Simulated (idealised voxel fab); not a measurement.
process module | voxel spacer lines
cross-section cut | 200 nm wide | cells 5 nm
A cross-section is a grid of square cells, given in bands from the top down. A band is one or more rows of cells.
Each band's line starts with the height of the band's top and of its bottom, in nm. Then come its materials from left to right, each with its width in nm. One material with "throughout" fills the band from edge to edge. "air" is empty space.
Height 0 is the level under which the wafer as received is all one material. The lowest band goes on downwards, as in "0 down".
A width such as "30 to 40" changes by the same amount from each row of cells to the next, from the band's top row to its bottom row.
"no change" after a step means that no cell of the cross-section changed.
closed voids: empty space of 8 cells or more with no open way to the top, each as width x height at its distance from the left edge, in nm
after a step's settings: what the simulator itself notes on the step
overlay nm, on a step with a mask: how far to the right of its planned place the mask lay; to the left if negative
plan
1 op RECEIVE | material Si
2 op CONFORMAL_DEP | material Al2O3 | thk nm 5
3 op DIRECTIONAL_DEP | material SiN | thk nm 15
4 op DIRECTIONAL_DEP | material polySi | thk nm 30
5 op PATTERN | tone cover | mask id MANDREL | material resist | width nm 25 | pitch nm 70 | thk nm 40 | overlay nm 0
6 op DIRECTIONAL_ETCH | etch materials polySi | depth nm 30
7 op STRIP | etch materials resist
8 op CONFORMAL_DEP | material SiO2 | thk nm 10
9 op DIRECTIONAL_ETCH | etch materials SiO2 | depth nm 10
10 op STRIP | etch materials polySi
11 op DIRECTIONAL_ETCH | etch materials SiN | depth nm 15
12 op STRIP | etch materials SiO2
as received, after step 1
  0 down: Si throughout
  closed voids: none
a wafer at the end: this start, this plan, one mistake
  20 to 5: air 15 | SiN 10 | air 5 | SiN 10 | air 45 | SiN 10 | air 5 | SiN 10 | air 45 | SiN 10 | air 5 | SiN 10 | air 20
  5 to 0: Al2O3 throughout
  0 down: Si throughout
  closed voids: none
what went wrong: step 5 ran as: op PATTERN | tone open | mask id MANDREL | material resist | width nm 25 | pitch nm 70 | thk nm 40 | overlay nm 0
